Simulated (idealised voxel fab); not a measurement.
This section sets out a process module, namely voxel self aligned vias.
In the cross-section labelled cut, the width is 175 nm and each square cell is 5 nm.
We lay out every cross-section as a grid of square cells and spell it out in bands from the top down, where one band means one or more rows of cells.
Band: top and bottom heights (nm) first, top before bottom; then materials from left to right, widths in nm. "throughout" marks a sole material filling the band edge to edge. "empty" denotes empty space.
Beneath 0, the wafer as received is one material, and that level is where height counting begins. The lowest band goes on downward without a bottom; it is written like "z 0 and below".
Width spec "30->40" -> top row of cells at first value, bottom row at second value, equal per-row change in between.
When a step is marked "left unchanged", none of the cells in the cross-section changed during that step.
Entry "Closed voids list". Content: empty spaces with no open connection to the top, size 8 cells or greater. Each: width x height at distance. Distance: from left edge. Unit: nm.
Whatever follows a step's settings on its line is a remark the simulator itself makes about that step.
You can add "overlay nm" to a step's line. For a step with a mask, it describes how far the mask lay to the right of its planned position, and a negative number describes a lay to the left.

Process steps - plan
1: op RECEIVE | material Si
2: op CONFORMAL_DEP | material SiO2 | thk nm 15
3: op CONFORMAL_DEP | material SiCN | thk nm 5
4: op DIRECTIONAL_DEP | material SiO2 | thk nm 20
5: op DIRECTIONAL_DEP | material aC | thk nm 15
6: op PATTERN | tone open | mask id LINES | material resist | width nm 30 | pitch nm 70 | thk nm 35 | overlay nm 0
7: op DIRECTIONAL_ETCH | etch materials aC | depth nm 15
8: op STRIP | etch materials resist
9: op DIRECTIONAL_ETCH | etch materials SiO2 | depth nm 20
10: op STRIP | etch materials aC
11: op CONFORMAL_DEP | material TiN | thk nm 5
12: op FILL_DEP | material Ru | thk nm 10
13: op CMP | height nm 40
14: op SELECTIVE_ETCH | etch materials W Ru TiN | depth nm 10
15: op FILL_DEP | material SiN | thk nm 5
16: op CMP | height nm 40
17: op DIRECTIONAL_DEP | material SiO2 | thk nm 15
18: op DIRECTIONAL_DEP | material aC | thk nm 10
19: op PATTERN | tone open | mask id VIAS | material resist | width nm 50 | thk nm 30 | overlay nm 0
20: op DIRECTIONAL_ETCH | etch materials aC | depth nm 10
21: op STRIP | etch materials resist
22: op DIRECTIONAL_ETCH | etch materials SiO2 | depth nm 15
23: op DIRECTIONAL_ETCH | etch materials SiN | depth nm 10
24: op STRIP | etch materials aC
25: op CONFORMAL_DEP | material TiN | thk nm 5
26: op FILL_DEP | material W | thk nm 10
27: op CMP | height nm 55
28: op CONFORMAL_DEP | material SiN | thk nm 5

Cross-section of the wafer as it came to us, i.e., already through step 1
z 0 and below  Si throughout
Closed voids list: none

Module complete, cross-section. Starting point and plan per above. One mistake made in running the module
z 60 to 55  SiCN throughout
z 55 to 45  SiO2: 25, TiN: 5, W: 40, TiN: 5, SiO2: 100
z 45 to 40  SiO2: 25, TiN: 15, W: 20, TiN: 15, SiO2: 100
z 40 to 35  SiO2: 35, TiN: 5, W: 20, TiN: 5, SiO2: 40, SiN: 30, SiO2: 40
z 35 to 30  SiO2: 35, TiN: 30, SiO2: 40, SiN: 30, SiO2: 40
z 30 to 25  SiO2: 35, TiN: 5, Ru: 20, TiN: 5, SiO2: 40, TiN: 5, Ru: 20, TiN: 5, SiO2: 40
z 25 to 20  SiO2: 35, TiN: 30, SiO2: 40, TiN: 30, SiO2: 40
z 20 to 15  SiCN throughout
z 15 to 0  SiO2 throughout
z 0 and below  Si throughout
Closed voids list: none
Diagnosis: step 28: run off-plan, actual operation and settings op CONFORMAL_DEP | material SiCN | thk nm 5
